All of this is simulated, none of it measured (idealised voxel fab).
process module | voxel air gaps
The width of the displayed cross-section, cut, is 275 nm; its cells are square, with a size of 5 nm.
Square cells in a grid make up a cross-section in this document, and the grid is given as bands, listed from the top down, each one or more rows of cells.
The band entry comprises the height of the band's top followed by the height of its bottom, expressed in nm, and subsequently the band's materials from left to right, each stated together with its width in nm. Where a single material is marked with the word "full width", that material fills the band from edge to edge. The word "air" represents empty space.
Zero point of the height axis is 0; under it, received wafer = one material. Lowest band: continues down indefinitely, "0 down".
The notation "30..40" denotes a width that varies across the rows of cells in the band, beginning at the first number in the top row, finishing at the second number in the bottom row, and changing by an identical amount from each row to the next.
Step note "identical to before" = no cross-section cell changed.
"Trapped cavities": empty spaces of 8 cells or more with no open way to the top, each given as width x height at distance, distance from the left edge, all in nm.
The remark found on a step's line after its settings is issued by the simulator itself and pertains to that step.
"overlay nm" denotes, for a step that has a mask, the displacement of the mask to the right of its planned place, with negative values corresponding to the left.

### Here's what the planned process steps look like
- 1: RECEIVE: material Si
- 2: CONFORMAL_DEP: material SiO2, thk nm 10
- 3: CONFORMAL_DEP: material SiCN, thk nm 5
- 4: DIRECTIONAL_DEP: material SiO2, thk nm 40
- 5: DIRECTIONAL_DEP: material aC, thk nm 10
- 6: PATTERN: tone open, mask id LINES, material resist, width nm 25, pitch nm 55, thk nm 30, overlay nm 0
- 7: DIRECTIONAL_ETCH: etch materials aC, depth nm 10
- 8: STRIP: etch materials resist
- 9: DIRECTIONAL_ETCH: etch materials SiO2, depth nm 40
- 10: STRIP: etch materials aC
- 11: CONFORMAL_DEP: material TiN, thk nm 5
- 12: FILL_DEP: material Ru, thk nm 10
- 13: CMP: height nm 55
- 14: EPI: material Ru, thk nm 10
- 15: SELECTIVE_ETCH: etch materials SiO2, depth nm 50
- 16: CONFORMAL_DEP: material SiCN, thk nm 5

### Cross-section, incoming material, after step 1
* 0 down = Si full width
* Trapped cavities: none

### Figure: cross-sectional view of the wafer upon completion of the module, processed from the initial state and according to the plan depicted above, with one error introduced during execution
* 60 to 50 = SiCN full width
* 50 to 0 = SiO2 full width
* 0 down = Si full width
* Trapped cavities: none
Misprocessing identified: mixed up steps 3 and 4 - ran each in the other's place
